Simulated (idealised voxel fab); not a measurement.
process module | voxel wiring stack
cross-section cut | 220 nm wide | cells 5 nm
A cross-section is a grid of square cells, given in bands from the top down. A band is one or more rows of cells.
Each band's line starts with the height of the band's top and of its bottom, in nm. Then come its materials from left to right, each with its width in nm. One material with "throughout" fills the band from edge to edge. "air" is empty space.
Height 0 is the level under which the wafer as received is all one material. The lowest band goes on downwards, as in "0 down".
A width such as "30 to 40" changes by the same amount from each row of cells to the next, from the band's top row to its bottom row.
"no change" after a step means that no cell of the cross-section changed.
closed voids: empty space of 8 cells or more with no open way to the top, each as width x height at its distance from the left edge, in nm
after a step's settings: what the simulator itself notes on the step
overlay nm, on a step with a mask: how far to the right of its planned place the mask lay; to the left if negative
plan
1 op RECEIVE | material Si
2 op CONFORMAL_DEP | material SiO2 | thk nm 10
3 op CONFORMAL_DEP | material SiN | thk nm 5
4 op DIRECTIONAL_DEP | material lowk | thk nm 15
5 op MASKED_ETCH | tone open | mask id METAL_1 | width nm 20 | pitch nm 50 | etch materials lowk | depth nm 15 | overlay nm 0
6 op MASKED_ETCH | tone open | mask id METAL_1 | width nm 20 | pitch nm 50 | etch materials SiN | depth nm 5 | overlay nm 0
7 op CONFORMAL_DEP | material TiN | thk nm 5
8 op FILL_DEP | material Cu | thk nm 5
9 op CMP | height nm 30
10 op CONFORMAL_DEP | material SiCN | thk nm 5
11 op DIRECTIONAL_DEP | material SiO2 | thk nm 10
12 op MASKED_ETCH | tone open | mask id PLUG_1 | width nm 15 | pitch nm 50 | etch materials SiO2 | depth nm 10 | overlay nm 0
13 op MASKED_ETCH | tone open | mask id PLUG_1 | width nm 15 | pitch nm 50 | etch materials SiCN | depth nm 5 | overlay nm 0
14 op EPI | material Ru | thk nm 10
15 op EPI | material Ru | thk nm 5
16 op DIRECTIONAL_DEP | material TiN | thk nm 5
17 op DIRECTIONAL_DEP | material Ru | thk nm 20
18 op DIRECTIONAL_DEP | material aC | thk nm 15
19 op PATTERN | tone cover | mask id METAL_2 | material resist | width nm 20 | pitch nm 50 | thk nm 30 | overlay nm 0
20 op DIRECTIONAL_ETCH | etch materials aC | depth nm 15
21 op STRIP | etch materials resist
22 op DIRECTIONAL_ETCH | etch materials Ru | depth nm 20
23 op DIRECTIONAL_ETCH | etch materials TiN | depth nm 5
24 op STRIP | etch materials aC
25 op CONFORMAL_DEP | material SiN | thk nm 5
26 op FILL_DEP | material lowk | thk nm 10
27 op CMP | height nm 70
28 op CONFORMAL_DEP | material SiCN | thk nm 5
29 op DIRECTIONAL_DEP | material SiO2 | thk nm 10
30 op PATTERN | tone open | mask id PLUG_2 | material resist | width nm 15 | pitch nm 50 | thk nm 15 | overlay nm 0
31 op DIRECTIONAL_ETCH | etch materials SiO2 | depth nm 10
32 op DIRECTIONAL_ETCH | etch materials SiCN | depth nm 5
33 op STRIP | etch materials resist
34 op EPI | material Ru | thk nm 10
35 op EPI | material Ru | thk nm 5
36 op CONFORMAL_DEP | material SiN | thk nm 5
37 op DIRECTIONAL_DEP | material SiO2 | thk nm 25
38 op PATTERN | tone open | mask id METAL_3 | material resist | width nm 20 | pitch nm 50 | thk nm 15 | overlay nm 0
39 op DIRECTIONAL_ETCH | etch materials SiO2 | depth nm 25
40 op DIRECTIONAL_ETCH | etch materials SiN | depth nm 5
41 op STRIP | etch materials resist
42 op CONFORMAL_DEP | material TiN | thk nm 5
43 op FILL_DEP | material Ru | thk nm 5
44 op CMP | height nm 115
45 op CONFORMAL_DEP | material SiCN | thk nm 5
as received, after step 1
  0 down: Si throughout
  closed voids: none
first wafer at the end, as planned
  120 to 115: SiCN throughout
  115 to 90: SiO2 75 | TiN 5 | Ru 10 | TiN 5 | SiO2 30 | TiN 5 | Ru 10 | TiN 5 | SiO2 75
  90 to 85: SiN 75 | TiN 20 | SiN 30 | TiN 20 | SiN 75
  85 to 75: SiO2 75 | Ru 15 | SiO2 35 | Ru 15 | SiO2 80
  75 to 70: SiCN 75 | Ru 15 | SiCN 35 | Ru 15 | SiCN 80
  70 to 50: lowk 70 | SiN 5 | Ru 20 | SiN 5 | lowk 20 | SiN 5 | Ru 20 | SiN 5 | lowk 70
  50 to 45: SiN 75 | TiN 20 | SiN 30 | TiN 20 | SiN 75
  45 to 35: SiO2 75 | Ru 15 | SiO2 35 | Ru 15 | SiO2 80
  35 to 30: SiCN 75 | Ru 15 | SiCN 35 | Ru 15 | SiCN 80
  30 to 15: lowk 75 | TiN 5 | Cu 10 | TiN 5 | lowk 30 | TiN 5 | Cu 10 | TiN 5 | lowk 75
  15 to 10: SiN 75 | TiN 20 | SiN 30 | TiN 20 | SiN 75
  10 to 0: SiO2 throughout
  0 down: Si throughout
  closed voids: none
second wafer at the end: like start, like plan, one mistake
  120 to 115: SiCN throughout
  115 to 90: SiO2 75 | TiN 5 | Ru 10 | TiN 5 | SiO2 30 | TiN 5 | Ru 10 | TiN 5 | SiO2 75
  90 to 85: SiN 75 | TiN 20 | SiN 30 | TiN 20 | SiN 75
  85 to 75: SiO2 75 | Ru 15 | SiO2 35 | Ru 15 | SiO2 80
  75 to 70: SiCN 75 | Ru 15 | SiCN 35 | Ru 15 | SiCN 80
  70 to 50: lowk 60 | SiN 5 | Ru 20 | SiN 5 | lowk 20 | SiN 5 | Ru 20 | SiN 5 | lowk 80
  50 to 45: SiN 65 | TiN 20 | SiN 30 | TiN 20 | SiN 85
  45 to 35: SiO2 75 | Ru 15 | SiO2 35 | Ru 15 | SiO2 80
  35 to 30: SiCN 75 | Ru 15 | SiCN 35 | Ru 15 | SiCN 80
  30 to 15: lowk 75 | TiN 5 | Cu 10 | TiN 5 | lowk 30 | TiN 5 | Cu 10 | TiN 5 | lowk 75
  15 to 10: SiN 75 | TiN 20 | SiN 30 | TiN 20 | SiN 75
  10 to 0: SiO2 throughout
  0 down: Si throughout
  closed voids: none
what went wrong: step 19 ran as: op PATTERN | tone cover | mask id METAL_2 | material resist | width nm 20 | pitch nm 50 | thk nm 30 | overlay nm -10
at the end the second wafer has, in cells: as many of each material as the first, in other places
